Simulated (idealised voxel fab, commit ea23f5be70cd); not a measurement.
This section sets out a process module, namely voxel capacitor over wiring.
For reference, the cross-section in this document is cut, with width 285 nm and square cells of 5 nm.
Heads up, the way a cross-section reads in here is a grid of square cells, handed over as bands from the top down, with every band being one or more rows of cells.
It is stipulated that each band's entry specify, in nanometres, the height of the top of the band and then that of its bottom, followed by the materials of the band in left-to-right sequence, each together with its width in nanometres. A single material marked by the word "all across" is understood to fill the band from edge to edge; the word "blank" is understood to denote empty space.
Heights are expressed relative to 0, this being the level below which the as-received wafer comprises one material exclusively. The lowest band is unbounded in the downward direction and is denoted as in "top 0, no bottom".
Graded width ("30 to 40"): value in top row of band = first number; value in bottom row = second number; row-to-row change constant.
It should be understood that the words "left unchanged", when stated for a given step, signify that the cross-section underwent no change in any of its cells during that step.
For the entry "Sealed void inventory", the listed items are empty spaces with no open way to the top whose size is 8 cells or more; each item follows the pattern width x height at distance, where distance is from the left edge and all three are in nm.
after a step's settings: what the simulator itself notes on the step
Each step line may optionally specify "overlay nm", which for a step with a mask gives the rightward distance between the mask's planned place and where it lay, a negative value indicating the leftward direction.
Steps planned for the process:
- 1: op RECEIVE | material Si
- 2: op CONFORMAL_DEP | material SiO2 | thk nm 15
- 3: op DIRECTIONAL_DEP | material TiN | thk nm 5
- 4: op DIRECTIONAL_DEP | material W | thk nm 25
- 5: op MASKED_ETCH | tone cover | mask id METAL_1 | width nm 20 | pitch nm 85 | etch materials W | depth nm 25 | overlay nm 0
- 6: op MASKED_ETCH | tone cover | mask id METAL_1 | width nm 20 | pitch nm 85 | etch materials TiN | depth nm 5 | overlay nm 0
- 7: op CONFORMAL_DEP | material SiCN | thk nm 5
- 8: op FILL_DEP | material SiO2 | thk nm 5
- 9: op CMP | height nm 45
- 10: op CONFORMAL_DEP | material SiCN | thk nm 5
- 11: op DIRECTIONAL_DEP | material SiO2 | thk nm 15
- 12: op PATTERN | tone open | mask id PLUG_1 | material resist | width nm 15 | thk nm 20 | overlay nm 0
- 13: op DIRECTIONAL_ETCH | etch materials SiO2 | depth nm 15
- 14: op DIRECTIONAL_ETCH | etch materials SiCN | depth nm 5
- 15: op STRIP | etch materials resist
- 16: op EPI | material Ru | thk nm 10
- 17: op EPI | material Ru | thk nm 10
- 18: op DIRECTIONAL_DEP | material TiN | thk nm 5
- 19: op DIRECTIONAL_DEP | material SiN | thk nm 5
- 20: op DIRECTIONAL_DEP | material TiN | thk nm 5
- 21: op MASKED_ETCH | tone cover | mask id UPPER_PLATE | width nm 70 | etch materials TiN | depth nm 5 | overlay nm 0
- 22: op MASKED_ETCH | tone cover | mask id UPPER_PLATE | width nm 70 | etch materials SiN | depth nm 5 | overlay nm 0
- 23: op MASKED_ETCH | tone cover | mask id LOWER_PLATE | width nm 80 | etch materials TiN | depth nm 5 | overlay nm 0
- 24: op FILL_DEP | material SiO2 | thk nm 20
- 25: op CMP | height nm 95
- 26: op PATTERN | tone open | mask id PLUG_2 | material resist | width nm 15 | thk nm 15 | overlay nm 0
- 27: op DIRECTIONAL_ETCH | etch materials SiO2 | depth nm 15
- 28: op STRIP | etch materials resist
- 29: op CONFORMAL_DEP | material TiN | thk nm 5
- 30: op FILL_DEP | material Cu | thk nm 5
- 31: op CMP | height nm 95
- 32: op CONFORMAL_DEP | material SiN | thk nm 5
Below: the first of two wafers, run as planned:
Cross-section of the incoming wafer, state after step 1:
* top 0, no bottom = Si all across
* Sealed void inventory: none
So this is the wafer cross-section right after step 2:
* top 15, bottom 0 = SiO2 all across
* No changes below 0.
So this is the wafer cross-section right after step 3:
* top 20, bottom 15 = TiN all across
* No changes below 15.
So this is the wafer cross-section right after step 4:
* top 45, bottom 20 = W all across
* No changes below 20.
So this is the wafer cross-section right after step 5:
* top 45, bottom 20 = 90 blank / 20 W / 65 blank / 20 W / 90 blank
* No changes below 20.
So this is the wafer cross-section right after step 6:
* top 45, bottom 20 = 90 blank / 20 W / 65 blank / 20 W / 90 blank
* top 20, bottom 15 = 90 blank / 20 TiN / 65 blank / 20 TiN / 90 blank
* No changes below 15.
So this is the wafer cross-section right after step 7:
* top 50, bottom 45 = 85 blank / 30 SiCN / 55 blank / 30 SiCN / 85 blank
* top 45, bottom 20 = 85 blank / 5 SiCN / 20 W / 5 SiCN / 55 blank / 5 SiCN / 20 W / 5 SiCN / 85 blank
* top 20, bottom 15 = 90 SiCN / 20 TiN / 65 SiCN / 20 TiN / 90 SiCN
* No changes below 15.
So this is the wafer cross-section right after step 8:
* top 55, bottom 50 = SiO2 all across
* top 50, bottom 45 = 85 SiO2 / 30 SiCN / 55 SiO2 / 30 SiCN / 85 SiO2
* top 45, bottom 20 = 85 SiO2 / 5 SiCN / 20 W / 5 SiCN / 55 SiO2 / 5 SiCN / 20 W / 5 SiCN / 85 SiO2
* No changes below 20.
So this is the wafer cross-section right after step 9:
* top 45, bottom 20 = 85 SiO2 / 5 SiCN / 20 W / 5 SiCN / 55 SiO2 / 5 SiCN / 20 W / 5 SiCN / 85 SiO2
* No changes below 20.
So this is the wafer cross-section right after step 10:
* top 50, bottom 45 = SiCN all across
* No changes below 45.
So this is the wafer cross-section right after step 11:
* top 65, bottom 50 = SiO2 all across
* No changes below 50.
So this is the wafer cross-section right after step 12:
* top 85, bottom 65 = 95 resist / 15 blank / 175 resist
* No changes below 65.
So this is the wafer cross-section right after step 13:
* top 85, bottom 65 = 95 resist / 15 blank / 175 resist
* top 65, bottom 50 = 95 SiO2 / 15 blank / 175 SiO2
* No changes below 50.
So this is the wafer cross-section right after step 14:
* top 85, bottom 65 = 95 resist / 15 blank / 175 resist
* top 65, bottom 50 = 95 SiO2 / 15 blank / 175 SiO2
* top 50, bottom 45 = 95 SiCN / 15 blank / 175 SiCN
* No changes below 45.
So this is the wafer cross-section right after step 15:
* top 65, bottom 50 = 95 SiO2 / 15 blank / 175 SiO2
* No changes below 50.
So this is the wafer cross-section right after step 16:
* top 65, bottom 55 = 95 SiO2 / 15 blank / 175 SiO2
* top 55, bottom 50 = 95 SiO2 / 15 Ru / 175 SiO2
* top 50, bottom 45 = 95 SiCN / 15 Ru / 175 SiCN
* No changes below 45.
So this is the wafer cross-section right after step 17:
* top 65, bottom 50 = 95 SiO2 / 15 Ru / 175 SiO2
* No changes below 50.
So this is the wafer cross-section right after step 18:
* top 70, bottom 65 = TiN all across
* No changes below 65.
So this is the wafer cross-section right after step 19:
* top 75, bottom 70 = SiN all across
* No changes below 70.
So this is the wafer cross-section right after step 20:
* top 80, bottom 75 = TiN all across
* No changes below 75.
So this is the wafer cross-section right after step 21:
* top 80, bottom 75 = 95 blank / 70 TiN / 120 blank
* No changes below 75.
So this is the wafer cross-section right after step 22:
* top 80, bottom 75 = 95 blank / 70 TiN / 120 blank
* top 75, bottom 70 = 95 blank / 70 SiN / 120 blank
* No changes below 70.
So this is the wafer cross-section right after step 23:
* top 80, bottom 75 = 95 blank / 70 TiN / 120 blank
* top 75, bottom 70 = 95 blank / 70 SiN / 120 blank
* top 70, bottom 65 = 90 blank / 80 TiN / 115 blank
* No changes below 65.
So this is the wafer cross-section right after step 24:
* top 100, bottom 80 = SiO2 all across
* top 80, bottom 75 = 95 SiO2 / 70 TiN / 120 SiO2
* top 75, bottom 70 = 95 SiO2 / 70 SiN / 120 SiO2
* top 70, bottom 65 = 90 SiO2 / 80 TiN / 115 SiO2
* No changes below 65.
So this is the wafer cross-section right after step 25:
* top 95, bottom 80 = SiO2 all across
* No changes below 80.
So this is the wafer cross-section right after step 26:
* top 110, bottom 95 = 105 resist / 15 blank / 165 resist
* No changes below 95.
So this is the wafer cross-section right after step 27:
* top 110, bottom 95 = 105 resist / 15 blank / 165 resist
* top 95, bottom 80 = 105 SiO2 / 15 blank / 165 SiO2
* No changes below 80.
So this is the wafer cross-section right after step 28:
* top 95, bottom 80 = 105 SiO2 / 15 blank / 165 SiO2
* No changes below 80.
So this is the wafer cross-section right after step 29:
* top 100, bottom 95 = 110 TiN / 5 blank / 170 TiN
* top 95, bottom 85 = 105 SiO2 / 5 TiN / 5 blank / 5 TiN / 165 SiO2
* top 85, bottom 75 = 105 to 95 SiO2 / 15 to 70 TiN / 165 to 120 SiO2
* No changes below 75.
So this is the wafer cross-section right after step 30:
* top 105, bottom 100 = Cu all across
* top 100, bottom 95 = 110 TiN / 5 Cu / 170 TiN
* top 95, bottom 85 = 105 SiO2 / 5 TiN / 5 Cu / 5 TiN / 165 SiO2
* No changes below 85.
So this is the wafer cross-section right after step 31:
* top 95, bottom 85 = 105 SiO2 / 5 TiN / 5 Cu / 5 TiN / 165 SiO2
* No changes below 85.
So this is the wafer cross-section right after step 32:
* top 100, bottom 95 = SiN all across
* No changes below 95.
second wafer: like start, like plan, one mistake. Through step 15 it matches the first wafer:
Cross-section: second wafer, time at which step 17 was scheduled to end:
* top 65, bottom 55 = 95 SiO2 / 15 blank / 175 SiO2
* top 55, bottom 50 = 95 SiO2 / 15 Ru / 175 SiO2
* top 50, bottom 45 = 95 SiCN / 15 Ru / 175 SiCN
* No changes below 45.
Cross-section: second wafer, time at which step 18 was scheduled to end:
* top 70, bottom 65 = 95 TiN / 15 blank / 175 TiN
* top 65, bottom 60 = 95 SiO2 / 15 blank / 175 SiO2
* top 60, bottom 55 = 95 SiO2 / 15 TiN / 175 SiO2
* No changes below 55.
Cross-section: second wafer, time at which step 19 was scheduled to end:
* top 75, bottom 70 = 95 SiN / 15 blank / 175 SiN
* top 70, bottom 65 = 95 TiN / 15 blank / 175 TiN
* top 65, bottom 60 = 95 SiO2 / 15 SiN / 175 SiO2
* No changes below 60.
Cross-section: second wafer, time at which step 20 was scheduled to end:
* top 80, bottom 75 = 95 TiN / 15 blank / 175 TiN
* top 75, bottom 70 = 95 SiN / 15 blank / 175 SiN
* top 70, bottom 65 = TiN all across
* No changes below 65.
Cross-section: second wafer, time at which step 21 was scheduled to end:
* top 80, bottom 75 = 110 blank / 55 TiN / 120 blank
* No changes below 75.
Cross-section: second wafer, time at which step 22 was scheduled to end:
* top 80, bottom 75 = 110 blank / 55 TiN / 120 blank
* top 75, bottom 70 = 110 blank / 55 SiN / 120 blank
* No changes below 70.
Cross-section: second wafer, time at which step 23 was scheduled to end:
* top 80, bottom 75 = 110 blank / 55 TiN / 120 blank
* top 75, bottom 70 = 110 blank / 55 SiN / 120 blank
* top 70, bottom 65 = 90 blank / 80 TiN / 115 blank
* No changes below 65.
Cross-section: second wafer, time at which step 24 was scheduled to end:
* top 100, bottom 80 = SiO2 all across
* top 80, bottom 75 = 110 SiO2 / 55 TiN / 120 SiO2
* top 75, bottom 70 = 110 SiO2 / 55 SiN / 120 SiO2
* top 70, bottom 65 = 90 SiO2 / 80 TiN / 115 SiO2
* No changes below 65.
Cross-section: second wafer, time at which step 25 was scheduled to end:
* top 95, bottom 80 = SiO2 all across
* No changes below 80.
Cross-section: second wafer, time at which step 26 was scheduled to end:
* top 110, bottom 95 = 105 resist / 15 blank / 165 resist
* No changes below 95.
Cross-section: second wafer, time at which step 27 was scheduled to end:
* top 110, bottom 95 = 105 resist / 15 blank / 165 resist
* top 95, bottom 80 = 105 SiO2 / 15 blank / 165 SiO2
* No changes below 80.
Cross-section: second wafer, time at which step 28 was scheduled to end:
* top 95, bottom 80 = 105 SiO2 / 15 blank / 165 SiO2
* No changes below 80.
Cross-section: second wafer, time at which step 29 was scheduled to end:
* top 100, bottom 95 = 110 TiN / 5 blank / 170 TiN
* top 95, bottom 85 = 105 SiO2 / 5 TiN / 5 blank / 5 TiN / 165 SiO2
* top 85, bottom 75 = 105 to 110 SiO2 / 15 to 55 TiN / 165 to 120 SiO2
* No changes below 75.
Cross-section: second wafer, time at which step 30 was scheduled to end:
* top 105, bottom 100 = Cu all across
* top 100, bottom 95 = 110 TiN / 5 Cu / 170 TiN
* top 95, bottom 85 = 105 SiO2 / 5 TiN / 5 Cu / 5 TiN / 165 SiO2
* No changes below 85.
Cross-section: second wafer, time at which step 31 was scheduled to end:
* top 95, bottom 85 = 105 SiO2 / 5 TiN / 5 Cu / 5 TiN / 165 SiO2
* No changes below 85.
Cross-section: second wafer, time at which step 32 was scheduled to end:
* top 100, bottom 95 = SiN all across
* No changes below 95.
It is concluded that the wafer was processed incorrectly with respect to the plan, in that it is not possible to tell which of the identical steps 16 and 17 was omitted, only that one of them was
Materials where the second wafer ends with more or fewer cells than the first: Ru -6, SiO2 +6
